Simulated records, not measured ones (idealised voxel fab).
Process module in this document: voxel gate over fins
Cross-section cut: width 265 nm, square cells of 5 nm.
Cross-section format: a grid of square cells, given as bands from top to bottom; each band is one or more rows of cells. This entry defines a band. It first specifies the height of the band's top and the height of its bottom in nm, and then specifies the band's materials from left to right, stating each material with its width in nm. The word "everywhere" identifies a single material that fills the band from edge to edge, while the word "blank" identifies empty space. Measure heights from 0. That's the level where, below it, the as-received wafer is all one material. The lowest band is bottomless and extends downward; write it as in "top 0, no bottom". So if you see something like "30->40" for the width, read it as the top row of the band sitting at the first number and the bottom row at the second, with every row in between moving by the same amount as the last. "nothing altered", as given for a step, is the statement that not any cell of the cross-section underwent a change during that step. Heads up: "Sealed-off cavities" only lists the empty pockets with no open path to the top that are 8 cells or more, and it writes them as width x height at distance, distance from the left edge, in nm. Post-settings text on a step line: simulator's own remark regarding the step. overlay nm: how far to the right of its planned place the mask lay on this masked step (negative: to the left).
The process steps that were planned are listed below:
1) RECEIVE | material Si
2) CONFORMAL_DEP | material SiN | thk nm 10
3) MASKED_ETCH | tone cover | mask id FINS | width nm 15 | pitch nm 45 | etch materials SiN | depth nm 10 | overlay nm 0
4) MASKED_ETCH | tone cover | mask id FINS | width nm 15 | pitch nm 45 | etch materials Si | depth nm 30 | overlay nm 0
5) OXIDIZE | depth nm 5
6) FILL_DEP | material SiO2 | thk nm 5
7) CMP | height nm 10
8) SELECTIVE_ETCH | etch materials SiO2 | depth nm 25
9) STRIP | etch materials SiN
10) CONFORMAL_DEP | material HfO2 | thk nm 5
11) CONFORMAL_DEP | material TiN | thk nm 5
12) CONFORMAL_DEP | material TiAl | thk nm 5
13) CONFORMAL_DEP | material TiN | thk nm 5
14) FILL_DEP | material W | thk nm 10
15) CMP | height nm 25
16) CONFORMAL_DEP | material SiCN | thk nm 10
Shown in cross-section is the wafer as received, that is, as it stands after step 1:
* top 0, no bottom = Si everywhere
* Sealed-off cavities: none
The cross-section shown corresponds to the wafer at the conclusion of the module. The initial structure and the process plan are those presented above; however, one mistake occurred in executing the plan:
* top 35, bottom 25 = SiCN everywhere
* top 25, bottom 20 = W everywhere
* top 20, bottom 15 = W: 30, TiN: 180, W: 55
* top 15, bottom 10 = W: 30, TiN: 5, TiAl: 35, TiN: 10, TiAl: 35, TiN: 10, TiAl: 35, TiN: 10, TiAl: 35, TiN: 15, W: 45
* top 10, bottom 5 = W: 30, TiN: 5, TiAl: 5, TiN: 25, TiAl: 20, TiN: 25, TiAl: 20, TiN: 25, TiAl: 20, TiN: 25, TiAl: 15, TiN: 5, W: 45
* top 5, bottom 0 = TiN: 35, TiAl: 5, TiN: 5, HfO2: 15, TiN: 15, TiAl: 10, TiN: 5, HfO2: 15, TiN: 15, TiAl: 10, TiN: 5, HfO2: 15, TiN: 15, TiAl: 10, TiN: 5, HfO2: 15, TiN: 15, TiAl: 5, TiN: 50
* top 0, bottom -5 = TiAl: 40, TiN: 5, HfO2: 5, Si: 5, HfO2: 15, TiN: 5, TiAl: 10, TiN: 5, HfO2: 5, Si: 5, HfO2: 15, TiN: 5, TiAl: 10, TiN: 5, HfO2: 5, Si: 5, HfO2: 15, TiN: 5, TiAl: 10, TiN: 5, HfO2: 5, Si: 5, HfO2: 15, TiN: 5, TiAl: 55
* top -5, bottom -10 = TiN: 45, HfO2: 5, Si: 15, HfO2: 5, TiN: 20, HfO2: 5, Si: 15, HfO2: 5, TiN: 20, HfO2: 5, Si: 15, HfO2: 5, TiN: 20, HfO2: 5, Si: 15, HfO2: 5, TiN: 60
* top -10, bottom -15 = HfO2: 50, Si: 15, HfO2: 30, Si: 15, HfO2: 30, Si: 15, HfO2: 30, Si: 15, HfO2: 65
* top -15, bottom -35 = SiO2: 50, Si: 15, SiO2: 30, Si: 15, SiO2: 30, Si: 15, SiO2: 30, Si: 15, SiO2: 65
* top -35, no bottom = Si everywhere
* Sealed-off cavities: none
Short version of what went wrong: step 3 was not run as planned; what actually ran was MASKED_ETCH | tone cover | mask id FINS | width nm 15 | pitch nm 45 | etch materials SiN | depth nm 10 | overlay nm -10
